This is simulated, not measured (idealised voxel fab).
Presented below is a process module, voxel air gaps.
FYI the section here is cut, 280 nm wide, cells are 5 nm squares.
Cross-section layout: square cells on a grid; listed as bands, top to bottom; a band spans one or more cell rows.
Band: top height; bottom height; in nm. Then, left to right: material with width in nm, for each material. "edge to edge": a single material spanning edge to edge. "empty": empty space.
Basically, 0 is our baseline, since under it the wafer straight out of the box is all one material. The bottom band has no lower end and keeps on going down, so it looks like "0 down".
A two-number width, for instance "30 to 40", indicates that the width is equal to the first number in the top row of the band and to the second number in the bottom row, and that it changes by a constant amount per row of cells.
Reading "nothing was modified" for a step: not a cell of the cross-section changed in it.
Empty spaces without an open route to the top, at least 8 cells in extent, make up the entry "Sealed internal voids"; each is given as width x height at distance, where the distance is measured from the left edge, and all are in nm.
Anything after a step's settings on that line? It's the simulator's own note about the step.
A step line may carry the setting "overlay nm", which, for steps involving a mask, states the distance by which the mask lay to the right of its intended position; negative values denote displacement to the left.

[Process steps foreseen in the plan]
step 1: RECEIVE [material Si]
step 2: CONFORMAL_DEP [material SiO2] [thk nm 10]
step 3: CONFORMAL_DEP [material SiCN] [thk nm 5]
step 4: DIRECTIONAL_DEP [material SiO2] [thk nm 35]
step 5: MASKED_ETCH [tone open] [mask id LINES] [width nm 25] [pitch nm 50] [etch materials SiO2] [depth nm 35] [overlay nm 0]
step 6: CONFORMAL_DEP [material TiN] [thk nm 5]
step 7: FILL_DEP [material Cu] [thk nm 10]
step 8: CMP [height nm 50]
step 9: EPI [material Ru] [thk nm 10]
step 10: SELECTIVE_ETCH [etch materials SiO2] [depth nm 45]
step 11: CONFORMAL_DEP [material SiCN] [thk nm 5]

[Wafer as received: cross-section following step 1]
    0 down: Si edge to edge
    Sealed internal voids: none

[Here's the cross-section of the first of our two wafers at the end of the module - it ran as planned]
    65 to 60: 35 of empty, then 205 of SiCN, then 40 of empty
    60 to 50: 35 of empty, then 5 of SiCN, then 45 of Ru, then 5 of SiCN, then 45 of Ru, then 5 of SiCN, then 45 of Ru, then 5 of SiCN, then 45 of Ru, then 5 of SiCN, then 40 of empty
    50 to 45: 35 of empty, then 15 of SiCN, then 5 of TiN, then 15 of Cu, then 5 of TiN, then 25 of SiCN, then 5 of TiN, then 15 of Cu, then 5 of TiN, then 25 of SiCN, then 5 of TiN, then 15 of Cu, then 5 of TiN, then 25 of SiCN, then 5 of TiN, then 15 of Cu, then 5 of TiN, then 15 of SiCN, then 40 of empty
    45 to 20: 45 of empty, then 5 of SiCN, then 5 of TiN, then 15 of Cu, then 5 of TiN, then 5 of SiCN, then 15 of empty, then 5 of SiCN, then 5 of TiN, then 15 of Cu, then 5 of TiN, then 5 of SiCN, then 15 of empty, then 5 of SiCN, then 5 of TiN, then 15 of Cu, then 5 of TiN, then 5 of SiCN, then 15 of empty, then 5 of SiCN, then 5 of TiN, then 15 of Cu, then 5 of TiN, then 5 of SiCN, then 50 of empty
    20 to 15: 50 of SiCN, then 25 of TiN, then 25 of SiCN, then 25 of TiN, then 25 of SiCN, then 25 of TiN, then 25 of SiCN, then 25 of TiN, then 55 of SiCN
    15 to 10: SiCN edge to edge
    10 to 0: SiO2 edge to edge
    0 down: Si edge to edge
    Sealed internal voids: 15 x 25 at 80; 15 x 25 at 130; 15 x 25 at 180

[Second wafer cross-section at end of module - shared start and plan with the first, one mistake in the run]
    75 to 70: 25 of empty, then 225 of SiCN, then 30 of empty
    70 to 50: 25 of empty, then 5 of SiCN, then 215 of Ru, then 5 of SiCN, then 30 of empty
    50 to 45: 25 of empty, then 25 of SiCN, then 5 of TiN, then 15 of Cu, then 5 of TiN, then 25 of SiO2, then 5 of TiN, then 15 of Cu, then 5 of TiN, then 25 of SiO2, then 5 of TiN, then 15 of Cu, then 5 of TiN, then 25 of SiO2, then 5 of TiN, then 15 of Cu, then 5 of TiN, then 25 of SiCN, then 30 of empty
    45 to 20: 45 of empty, then 5 of SiCN, then 5 of TiN, then 15 of Cu, then 5 of TiN, then 25 of SiO2, then 5 of TiN, then 15 of Cu, then 5 of TiN, then 25 of SiO2, then 5 of TiN, then 15 of Cu, then 5 of TiN, then 25 of SiO2, then 5 of TiN, then 15 of Cu, then 5 of TiN, then 5 of SiCN, then 50 of empty
    20 to 15: 50 of SiCN, then 25 of TiN, then 25 of SiO2, then 25 of TiN, then 25 of SiO2, then 25 of TiN, then 25 of SiO2, then 25 of TiN, then 55 of SiCN
    15 to 10: SiCN edge to edge
    10 to 0: SiO2 edge to edge
    0 down: Si edge to edge
    Sealed internal voids: none
Deviation noted in wafer processing: step 9 of the plan was carried out twice
Per the end-of-run cell counts, the second wafer holds more or fewer of some materials than the first: 100 more of Ru; 54 fewer of SiCN; 105 more of SiO2
So at the end we're looking at 3 closed voids on the first wafer and 0 on the second.
